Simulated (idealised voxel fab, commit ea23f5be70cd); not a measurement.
Process module under the name voxel capacitor over wiring
It is cross-section cut that appears here, measuring 260 nm in width, its square cells being 5 nm in size.
Cross-section layout: square cells on a grid; listed as bands, top to bottom; a band spans one or more cell rows.
What a band's entry tells you: where the top is and where the bottom is, as heights in nm, and after that what lies inside, material by material from left to right, each with its width in nm. Empty space is written as the word "blank", and a single material marked with the word "edge to edge" occupies the band from edge to edge.
A quick word on heights: they are counted from 0, and under that level the wafer as it came to us is one material throughout. The lowest band is different from the rest in having no bottom; it simply continues downward, written as in "0 and below".
Width "30->40": first value at the band's top row of cells, second value at its bottom row, equal change from row to row.
"nothing different" after a step means that no cell of the cross-section changed.
"Closed empty spaces" specifies each empty space that is not open to the top and that occupies no fewer than 8 cells, using the form width x height at distance, the distance measured from the left edge and all three quantities in nm.
Formally, on a step line, whatever follows the settings is a remark that the simulator itself makes on the step.
You can add "overlay nm" to a step's line. For a step with a mask, it describes how far the mask lay to the right of its planned position, and a negative number describes a lay to the left.
**This section lists the process steps that were planned**
1 RECEIVE | material Si
2 CONFORMAL_DEP | material SiO2 | thk nm 15
3 DIRECTIONAL_DEP | material TiN | thk nm 5
4 DIRECTIONAL_DEP | material Ru | thk nm 25
5 PATTERN | tone cover | mask id METAL_1 | material resist | width nm 25 | pitch nm 95 | thk nm 15 | overlay nm 0
6 DIRECTIONAL_ETCH | etch materials Ru | depth nm 25
7 DIRECTIONAL_ETCH | etch materials TiN | depth nm 5
8 STRIP | etch materials resist
9 FILL_DEP | material SiO2 | thk nm 5
10 CMP | height nm 45
11 CONFORMAL_DEP | material SiCN | thk nm 5
12 DIRECTIONAL_DEP | material SiO2 | thk nm 5
13 DIRECTIONAL_DEP | material aC | thk nm 10
14 PATTERN | tone open | mask id PLUG_1 | material resist | width nm 15 | thk nm 25 | overlay nm 0
15 DIRECTIONAL_ETCH | etch materials aC | depth nm 10
16 STRIP | etch materials resist
17 DIRECTIONAL_ETCH | etch materials SiO2 | depth nm 10
18 DIRECTIONAL_ETCH | etch materials SiCN | depth nm 5
19 STRIP | etch materials aC
20 EPI | material Ru | thk nm 10
21 EPI | material Ru | thk nm 5
22 DIRECTIONAL_DEP | material TiN | thk nm 5
23 DIRECTIONAL_DEP | material Al2O3 | thk nm 5
24 DIRECTIONAL_DEP | material TiN | thk nm 5
25 MASKED_ETCH | tone cover | mask id UPPER_PLATE | width nm 75 | etch materials TiN | depth nm 5 | overlay nm 0
26 MASKED_ETCH | tone cover | mask id UPPER_PLATE | width nm 75 | etch materials Al2O3 | depth nm 5 | overlay nm 0
27 DIRECTIONAL_DEP | material aC | thk nm 15
28 PATTERN | tone cover | mask id LOWER_PLATE | material resist | width nm 85 | thk nm 30 | overlay nm 0
29 DIRECTIONAL_ETCH | etch materials aC | depth nm 15
30 STRIP | etch materials resist
31 DIRECTIONAL_ETCH | etch materials TiN | depth nm 5
32 STRIP | etch materials aC
33 FILL_DEP | material SiO2 | thk nm 15
34 CMP | height nm 85
35 MASKED_ETCH | tone open | mask id PLUG_2 | width nm 15 | etch materials SiO2 | depth nm 10 | overlay nm 0
36 CONFORMAL_DEP | material TiN | thk nm 5
37 FILL_DEP | material W | thk nm 5
38 CMP | height nm 85
39 CONFORMAL_DEP | material SiN | thk nm 5
Same starting wafers, different thk nm at step 12. Plan value belongs to the first wafer.
**After step 1, as received: first of several wafers, cross-section**
	0 and below = Si edge to edge
	Closed empty spaces: none
**Here's the first of several wafers in cross-section, end of the module, after the last step, step 39**
	90 down to 85 = SiN edge to edge
	85 down to 80 = 90 of SiO2 / 5 of TiN / 5 of W / 5 of TiN / 155 of SiO2
	80 down to 70 = 90->80 of SiO2 / 15->20 of TiN / 155->160 of SiO2
	70 down to 65 = 80 of SiO2 / 20 of Al2O3 / 55 of TiN / 105 of SiO2
	65 down to 60 = 75 of SiO2 / 25 of TiN / 55 of Al2O3 / 105 of SiO2
	60 down to 55 = 75 of SiO2 / 25 of Ru / 60 of TiN / 100 of SiO2
	55 down to 50 = 80 of SiO2 / 15 of Ru / 165 of SiO2
	50 down to 45 = 80 of SiCN / 15 of Ru / 165 of SiCN
	45 down to 20 = 70 of SiO2 / 25 of Ru / 70 of SiO2 / 25 of Ru / 70 of SiO2
	20 down to 15 = 70 of SiO2 / 25 of TiN / 70 of SiO2 / 25 of TiN / 70 of SiO2
	15 down to 0 = SiO2 edge to edge
	0 and below = Si edge to edge
	Closed empty spaces: none
**Module end, final wafer: cross-section**
	90 down to 85 = SiN edge to edge
	85 down to 80 = 90 of SiO2 / 5 of TiN / 60 of Al2O3 / 105 of SiO2
	80 down to 75 = 75 of SiO2 / 85 of TiN / 100 of SiO2
	75 down to 70 = 80 of SiO2 / 15 of Al2O3 / 165 of SiO2
	70 down to 65 = 80 of SiO2 / 15 of TiN / 165 of SiO2
	65 down to 50 = SiO2 edge to edge
	50 down to 45 = SiCN edge to edge
	45 down to 20 = 70 of SiO2 / 25 of Ru / 70 of SiO2 / 25 of Ru / 70 of SiO2
	20 down to 15 = 70 of SiO2 / 25 of TiN / 70 of SiO2 / 25 of TiN / 70 of SiO2
	15 down to 0 = SiO2 edge to edge
	0 and below = Si edge to edge
	Closed empty spaces: none
**Rows = wafers. At module end, each row lists per material the cells gained (+) or lost (-) since the wafer was received, then the closed voids**
thk nm 5, +15 Al2O3, +61 Ru, +49 SiCN, +52 SiN, +711 SiO2, +47 TiN, +1 W, Closed empty spaces: none
thk nm 10, +15 Al2O3, +59 Ru, +49 SiCN, +52 SiN, +713 SiO2, +47 TiN, +1 W, Closed empty spaces: none
thk nm 15, +15 Al2O3, +50 Ru, +52 SiCN, +52 SiN, +721 SiO2, +46 TiN, Closed empty spaces: none
thk nm 20, +15 Al2O3, +50 Ru, +52 SiCN, +52 SiN, +723 SiO2, +44 TiN, Closed empty spaces: none
thk nm 25, +15 Al2O3, +50 Ru, +52 SiCN, +52 SiN, +736 SiO2, +31 TiN, Closed empty spaces: none
